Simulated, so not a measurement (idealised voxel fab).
The process module presented herein is designated voxel transistor to metal.
Each square cell in cross-section cut measures 5 nm, and the section as a whole is 295 nm wide.
A cross-section in this document is a grid of square cells, and it is written down as bands, the top band listed before the ones below it; a band is made up of one or more rows of cells.
This entry defines a band. It first specifies the height of the band's top and the height of its bottom in nm, and then specifies the band's materials from left to right, stating each material with its width in nm. The word "edge to edge" identifies a single material that fills the band from edge to edge, while the word "blank" identifies empty space.
Height datum 0, below which the as-received substrate wafer is one material. Lowest band open at the bottom, running downward: "top 0, no bottom".
Top row gets the first number, bottom row gets the second, and each row in between changes by the same step: that is how a band width like "30..40" works.
The cross-section has no changed cell in any step marked "no change".
"Enclosed void list": empty spaces of 8 cells or more with no open way to the top, each given as width x height at distance, distance from the left edge, all in nm.
On each step's line, the part that comes after the settings is the simulator's own comment on the step.
Each step line may optionally specify "overlay nm", which for a step with a mask gives the rightward distance between the mask's planned place and where it lay, a negative value indicating the leftward direction.
[Set out below are the planned steps of the process]
1) RECEIVE [material Si]
2) CONFORMAL_DEP [material SiO2] [thk nm 5]
3) CONFORMAL_DEP [material SiN] [thk nm 10]
4) PATTERN [tone cover] [mask id ACTIVE] [material resist] [width nm 115] [pitch nm 145] [thk nm 15] [overlay nm 0]
5) DIRECTIONAL_ETCH [etch materials SiN] [depth nm 10]
6) DIRECTIONAL_ETCH [etch materials SiO2] [depth nm 5]
7) DIRECTIONAL_ETCH [etch materials Si] [depth nm 20]
8) STRIP [etch materials resist]
9) OXIDIZE [depth nm 5]
10) FILL_DEP [material SiO2] [thk nm 5]
11) CMP [height nm 15]
12) SELECTIVE_ETCH [etch materials SiO2] [depth nm 10]
13) STRIP [etch materials SiN]
14) SELECTIVE_ETCH [etch materials SiO2] [depth nm 5]
15) OXIDIZE [depth nm 5]
16) DIRECTIONAL_DEP [material polySi] [thk nm 30]
17) DIRECTIONAL_DEP [material SiCN] [thk nm 10]
18) DIRECTIONAL_DEP [material aC] [thk nm 10]
19) PATTERN [tone cover] [mask id GATE] [material resist] [width nm 35] [pitch nm 145] [thk nm 25] [overlay nm 0]
20) DIRECTIONAL_ETCH [etch materials aC] [depth nm 10]
21) STRIP [etch materials resist]
22) DIRECTIONAL_ETCH [etch materials SiCN] [depth nm 20]
23) DIRECTIONAL_ETCH [etch materials polySi] [depth nm 40]
24) STRIP [etch materials aC]
25) CONFORMAL_DEP [material SiN] [thk nm 10]
26) DIRECTIONAL_ETCH [etch materials SiN] [depth nm 10]
27) DIRECTIONAL_ETCH [etch materials SiO2] [depth nm 5]
28) EPI [material pSi] [thk nm 5]
29) FILL_DEP [material SiO2] [thk nm 10]
30) CMP [height nm 30]
31) STRIP [etch materials polySi]
32) SELECTIVE_ETCH [etch materials SiO2] [depth nm 5]
33) CONFORMAL_DEP [material HfO2] [thk nm 5]
34) CONFORMAL_DEP [material TiN] [thk nm 5]
35) FILL_DEP [material W] [thk nm 10]
36) CMP [height nm 25]
37) DIRECTIONAL_DEP [material SiO2] [thk nm 10]
38) MASKED_ETCH [tone open] [mask id CONTACT] [width nm 15] [etch materials SiO2] [depth nm 35] [overlay nm 0]
39) CONFORMAL_DEP [material TiN] [thk nm 5]
40) FILL_DEP [material Ru] [thk nm 5]
41) CMP [height nm 35]
42) DIRECTIONAL_DEP [material TiN] [thk nm 5]
43) DIRECTIONAL_DEP [material Ru] [thk nm 15]
44) DIRECTIONAL_DEP [material aC] [thk nm 15]
45) PATTERN [tone cover] [mask id METAL_1] [material resist] [width nm 15] [thk nm 30] [overlay nm 0]
46) DIRECTIONAL_ETCH [etch materials aC] [depth nm 15]
47) STRIP [etch materials resist]
48) DIRECTIONAL_ETCH [etch materials Ru] [depth nm 15]
49) DIRECTIONAL_ETCH [etch materials TiN] [depth nm 5]
50) STRIP [etch materials aC]
51) CONFORMAL_DEP [material SiN] [thk nm 5]
52) FILL_DEP [material lowk] [thk nm 5]
53) CMP [height nm 55]
54) CONFORMAL_DEP [material SiN] [thk nm 5]
[As received (post step 1): cross-section]
    top 0, no bottom = Si edge to edge
    Enclosed void list: none
[Module complete, cross-section. Starting point and plan per above. One mistake made in running the module]
    top 60, bottom 55 = SiN edge to edge
    top 55, bottom 40 = lowk 20 nm / SiN 5 nm / Ru 15 nm / SiN 5 nm / lowk 55 nm / SiN 5 nm / Ru 15 nm / SiN 5 nm / lowk 40 nm / SiN 5 nm / Ru 15 nm / SiN 5 nm / lowk 55 nm / SiN 5 nm / Ru 15 nm / SiN 5 nm / lowk 25 nm
    top 40, bottom 35 = SiN 25 nm / TiN 15 nm / SiN 65 nm / TiN 15 nm / SiN 50 nm / TiN 15 nm / SiN 65 nm / TiN 15 nm / SiN 30 nm
    top 35, bottom 25 = SiO2 25 nm / TiN 5 nm / Ru 5 nm / TiN 5 nm / SiO2 65 nm / TiN 5 nm / Ru 5 nm / TiN 5 nm / SiO2 50 nm / TiN 5 nm / Ru 5 nm / TiN 5 nm / SiO2 65 nm / TiN 5 nm / Ru 5 nm / TiN 5 nm / SiO2 30 nm
    top 25, bottom 5 = SiO2 25 nm / TiN 5 nm / Ru 5 nm / TiN 5 nm / SiO2 5 nm / SiN 10 nm / HfO2 5 nm / TiN 5 nm / W 15 nm / TiN 5 nm / HfO2 5 nm / SiN 10 nm / SiO2 5 nm / TiN 5 nm / Ru 5 nm / TiN 5 nm / SiO2 50 nm / TiN 5 nm / Ru 5 nm / TiN 5 nm / SiO2 5 nm / SiN 10 nm / HfO2 5 nm / TiN 5 nm / W 15 nm / TiN 5 nm / HfO2 5 nm / SiN 10 nm / SiO2 5 nm / TiN 5 nm / Ru 5 nm / TiN 5 nm / SiO2 30 nm
    top 5, bottom 0 = SiO2 25 nm / TiN 15 nm / SiO2 5 nm / SiN 10 nm / HfO2 5 nm / TiN 25 nm / HfO2 5 nm / SiN 10 nm / SiO2 5 nm / TiN 15 nm / SiO2 50 nm / TiN 15 nm / SiO2 5 nm / SiN 10 nm / HfO2 5 nm / TiN 25 nm / HfO2 5 nm / SiN 10 nm / SiO2 5 nm / TiN 15 nm / SiO2 30 nm
    top 0, bottom -5 = SiO2 15 nm / pSi 30 nm / SiO2 5 nm / HfO2 45 nm / SiO2 5 nm / pSi 30 nm / SiO2 30 nm / pSi 30 nm / SiO2 5 nm / HfO2 45 nm / SiO2 5 nm / pSi 30 nm / SiO2 20 nm
    top -5, bottom -45 = SiO2 20 nm / Si 105 nm / SiO2 40 nm / Si 105 nm / SiO2 25 nm
    top -45, no bottom = Si edge to edge
    Enclosed void list: none
what went wrong: the plan had its step 7 run twice
